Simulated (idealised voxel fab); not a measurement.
Process module heading - voxel quadruple lines
Shown is cross-section cut, with a width of 215 nm and square cells of size 5 nm.
Cross-sections here: square-cell grids, written as top-down lists of bands, a band being one or more rows of cells. Per band: top height and bottom height in nm, followed by the left-to-right materials and their widths in nm; "edge to edge" marks a single material spanning edge to edge, "air" marks empty space. Beneath 0, the wafer as received is one material, and that level is where height counting begins. The lowest band goes on downward without a bottom; it is written like "0..down". A two-number width, for instance "30->40", indicates that the width is equal to the first number in the top row of the band and to the second number in the bottom row, and that it changes by a constant amount per row of cells. No cell of the cross-section changed in a step that is given as "all unchanged". Closed-off voids of 8+ cells (no open route to the top) go in "Closed void table", written width x height at distance from the left edge, in nm. after a step's settings: what the simulator itself notes on the step. "overlay nm" on a masked step: distance the mask lay right of its planned place, negative for left.
Planned step list for the process:
| 1 | op RECEIVE | material Si |
| 2 | op CONFORMAL_DEP | material Al2O3 | thk nm 5 |
| 3 | op DIRECTIONAL_DEP | material TiN | thk nm 15 |
| 4 | op DIRECTIONAL_DEP | material polySi | thk nm 15 |
| 5 | op DIRECTIONAL_DEP | material aC | thk nm 20 |
| 6 | op PATTERN | tone cover | mask id MANDREL | material resist | width nm 20 | thk nm 30 | overlay nm 0 |
| 7 | op DIRECTIONAL_ETCH | etch materials aC | depth nm 20 |
| 8 | op STRIP | etch materials resist |
| 9 | op CONFORMAL_DEP | material SiO2 | thk nm 10 |
| 10 | op DIRECTIONAL_ETCH | etch materials SiO2 | depth nm 10 |
| 11 | op STRIP | etch materials aC |
| 12 | op DIRECTIONAL_ETCH | etch materials polySi | depth nm 15 |
| 13 | op STRIP | etch materials SiO2 |
| 14 | op CONFORMAL_DEP | material SiCN | thk nm 5 |
| 15 | op DIRECTIONAL_ETCH | etch materials SiCN | depth nm 5 |
| 16 | op STRIP | etch materials polySi |
| 17 | op DIRECTIONAL_ETCH | etch materials TiN | depth nm 15 |
| 18 | op STRIP | etch materials SiCN |
Cross-section of the incoming wafer, state after step 1:
  0..down: Si edge to edge
  Closed void table: none
Looking at the first of two wafers in cross-section at end of module - ran to plan:
  20..5: air (80), then TiN (5), then air (10), then TiN (5), then air (10), then TiN (5), then air (10), then TiN (5), then air (85)
  5..0: Al2O3 edge to edge
  0..down: Si edge to edge
  Closed void table: none
Same start, same plan as the first wafer - but one mistake in the run. Cross-section of the second of the two at the end of the module:
  15..0: air (80), then TiN (5), then air (10), then TiN (5), then air (10), then TiN (5), then air (10), then TiN (5), then air (85)
  0..down: Si edge to edge
  Closed void table: none
It is concluded that the wafer was processed incorrectly with respect to the plan, in that yeah, step 2 of the plan got skipped, never ran
End of process, cell counts, second wafer against first, materials with more or fewer: Al2O3: 43 fewer
